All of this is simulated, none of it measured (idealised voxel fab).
Name of the process module below: voxel double patterning
In the cross-section labelled cut, the width is 210 nm and each square cell is 5 nm.
This document writes a cross-section as a grid whose cells are square, and gives it as bands, listed from the top down; one or more rows of cells form a band. Each band's line starts with the height of the band's top and of its bottom, in nm. Then come its materials from left to right, each with its width in nm. One material with "all across" fills the band from edge to edge. "blank" is empty space. Heads up on the height convention: 0 is the point under which the incoming wafer is all one material, and the lowest band has no bottom, it just keeps going down, like "0..down". Width: "30->40" (first number = top row, second number = bottom row, same change from row to row of cells). What does "nothing was modified" mean for a step? It means no cell of the cross-section changed in that step. "Unvented cavities" specifies each empty space that is not open to the top and that occupies no fewer than 8 cells, using the form width x height at distance, the distance measured from the left edge and all three quantities in nm. Read whatever lies past the settings on a step's line as the simulator's own remark about the step. On any step carrying a mask, the "overlay nm" setting, if present on the step's line, tells how far right of its planned place the mask lay; negative values point to the left.

-- Process steps foreseen in the plan
1. RECEIVE, material Si
2. CONFORMAL_DEP, material SiO2, thk nm 10
3. DIRECTIONAL_DEP, material polySi, thk nm 10
4. DIRECTIONAL_DEP, material SiN, thk nm 10
5. DIRECTIONAL_DEP, material aC, thk nm 10
6. PATTERN, tone open, mask id FIRST, material resist, width nm 15, pitch nm 50, thk nm 25, overlay nm 0
7. DIRECTIONAL_ETCH, etch materials aC, depth nm 10
8. STRIP, etch materials resist
9. DIRECTIONAL_ETCH, etch materials SiN, depth nm 10
10. STRIP, etch materials aC
11. MASKED_ETCH, tone open, mask id SECOND, width nm 15, pitch nm 50, etch materials SiN, depth nm 10, overlay nm 0
12. DIRECTIONAL_ETCH, etch materials polySi, depth nm 10
13. STRIP, etch materials SiN

-- Run as planned: first of two wafers

-- As-received state of the wafer in cross-section, equivalent to post-step 1
  0..down = Si all across
  Unvented cavities: none

-- Cross-section through the wafer, step 2 finished
  10..0 = SiO2 all across
  Everything under 0 stays put, no change at all.

-- Cross-section through the wafer, step 3 finished
  20..10 = polySi all across
  Everything under 10 stays put, no change at all.

-- Cross-section through the wafer, step 4 finished
  30..20 = SiN all across
  Everything under 20 stays put, no change at all.

-- Cross-section through the wafer, step 5 finished
  40..30 = aC all across
  Everything under 30 stays put, no change at all.

-- Cross-section through the wafer, step 6 finished
  65..40 = resist: 45 | blank: 15 | resist: 35 | blank: 15 | resist: 35 | blank: 15 | resist: 50
  Everything under 40 stays put, no change at all.

-- Cross-section through the wafer, step 7 finished
  55..40 = resist: 45 | blank: 15 | resist: 35 | blank: 15 | resist: 35 | blank: 15 | resist: 50
  40..30 = aC: 45 | blank: 15 | aC: 35 | blank: 15 | aC: 35 | blank: 15 | aC: 50
  Everything under 30 stays put, no change at all.

-- Cross-section through the wafer, step 8 finished
  40..30 = aC: 45 | blank: 15 | aC: 35 | blank: 15 | aC: 35 | blank: 15 | aC: 50
  Everything under 30 stays put, no change at all.

-- Cross-section through the wafer, step 9 finished
  40..30 = aC: 45 | blank: 15 | aC: 35 | blank: 15 | aC: 35 | blank: 15 | aC: 50
  30..20 = SiN: 45 | blank: 15 | SiN: 35 | blank: 15 | SiN: 35 | blank: 15 | SiN: 50
  Everything under 20 stays put, no change at all.

-- Cross-section through the wafer, step 10 finished
  30..20 = SiN: 45 | blank: 15 | SiN: 35 | blank: 15 | SiN: 35 | blank: 15 | SiN: 50
  Everything under 20 stays put, no change at all.

-- Cross-section through the wafer, step 11 finished
  30..20 = SiN: 45 | blank: 15 | SiN: 10 | blank: 15 | SiN: 10 | blank: 15 | SiN: 10 | blank: 15 | SiN: 10 | blank: 15 | SiN: 50
  Everything under 20 stays put, no change at all.

-- Cross-section through the wafer, step 12 finished
  30..20 = SiN: 45 | blank: 15 | SiN: 10 | blank: 15 | SiN: 10 | blank: 15 | SiN: 10 | blank: 15 | SiN: 10 | blank: 15 | SiN: 50
  20..10 = polySi: 45 | blank: 15 | polySi: 10 | blank: 15 | polySi: 10 | blank: 15 | polySi: 10 | blank: 15 | polySi: 10 | blank: 15 | polySi: 50
  Everything under 10 stays put, no change at all.

-- Cross-section through the wafer, step 13 finished
  20..10 = polySi: 45 | blank: 15 | polySi: 10 | blank: 15 | polySi: 10 | blank: 15 | polySi: 10 | blank: 15 | polySi: 10 | blank: 15 | polySi: 50
  Everything under 10 stays put, no change at all.

-- Wafer two. Same start, same plan, one slip in execution. Same as wafer one through step 1, inclusive

-- Second wafer cross-section, taken as of the time the plan sets for step 2 to be done
  10..0 = polySi all across
  Everything under 0 stays put, no change at all.

-- Second wafer cross-section, taken as of the time the plan sets for step 3 to be done
  20..10 = SiO2 all across
  Everything under 10 stays put, no change at all.

-- Second wafer cross-section, taken as of the time the plan sets for step 4 to be done
  30..20 = SiN all across
  Everything under 20 stays put, no change at all.

-- Second wafer cross-section, taken as of the time the plan sets for step 5 to be done
  40..30 = aC all across
  Everything under 30 stays put, no change at all.

-- Second wafer cross-section, taken as of the time the plan sets for step 6 to be done
  65..40 = resist: 45 | blank: 15 | resist: 35 | blank: 15 | resist: 35 | blank: 15 | resist: 50
  Everything under 40 stays put, no change at all.

-- Second wafer cross-section, taken as of the time the plan sets for step 7 to be done
  55..40 = resist: 45 | blank: 15 | resist: 35 | blank: 15 | resist: 35 | blank: 15 | resist: 50
  40..30 = aC: 45 | blank: 15 | aC: 35 | blank: 15 | aC: 35 | blank: 15 | aC: 50
  Everything under 30 stays put, no change at all.

-- Second wafer cross-section, taken as of the time the plan sets for step 8 to be done
  40..30 = aC: 45 | blank: 15 | aC: 35 | blank: 15 | aC: 35 | blank: 15 | aC: 50
  Everything under 30 stays put, no change at all.

-- Second wafer cross-section, taken as of the time the plan sets for step 9 to be done
  40..30 = aC: 45 | blank: 15 | aC: 35 | blank: 15 | aC: 35 | blank: 15 | aC: 50
  30..20 = SiN: 45 | blank: 15 | SiN: 35 | blank: 15 | SiN: 35 | blank: 15 | SiN: 50
  Everything under 20 stays put, no change at all.

-- Second wafer cross-section, taken as of the time the plan sets for step 10 to be done
  30..20 = SiN: 45 | blank: 15 | SiN: 35 | blank: 15 | SiN: 35 | blank: 15 | SiN: 50
  Everything under 20 stays put, no change at all.

-- Second wafer cross-section, taken as of the time the plan sets for step 11 to be done
  30..20 = SiN: 45 | blank: 15 | SiN: 10 | blank: 15 | SiN: 10 | blank: 15 | SiN: 10 | blank: 15 | SiN: 10 | blank: 15 | SiN: 50
  Everything under 20 stays put, no change at all.

Second wafer cross-section, taken as of the time the plan sets for step 12 to be done: nothing was modified

-- Second wafer cross-section, taken as of the time the plan sets for step 13 to be done
  20..10 = SiO2 all across
  Everything under 10 stays put, no change at all.
It is concluded that the wafer was processed incorrectly with respect to the plan, in that so 2 and 3 got swapped relative to the plan, each ran where the other was supposed to
The second wafer ends with more or fewer cells of some materials than the first, per final count: polySi: 30 more
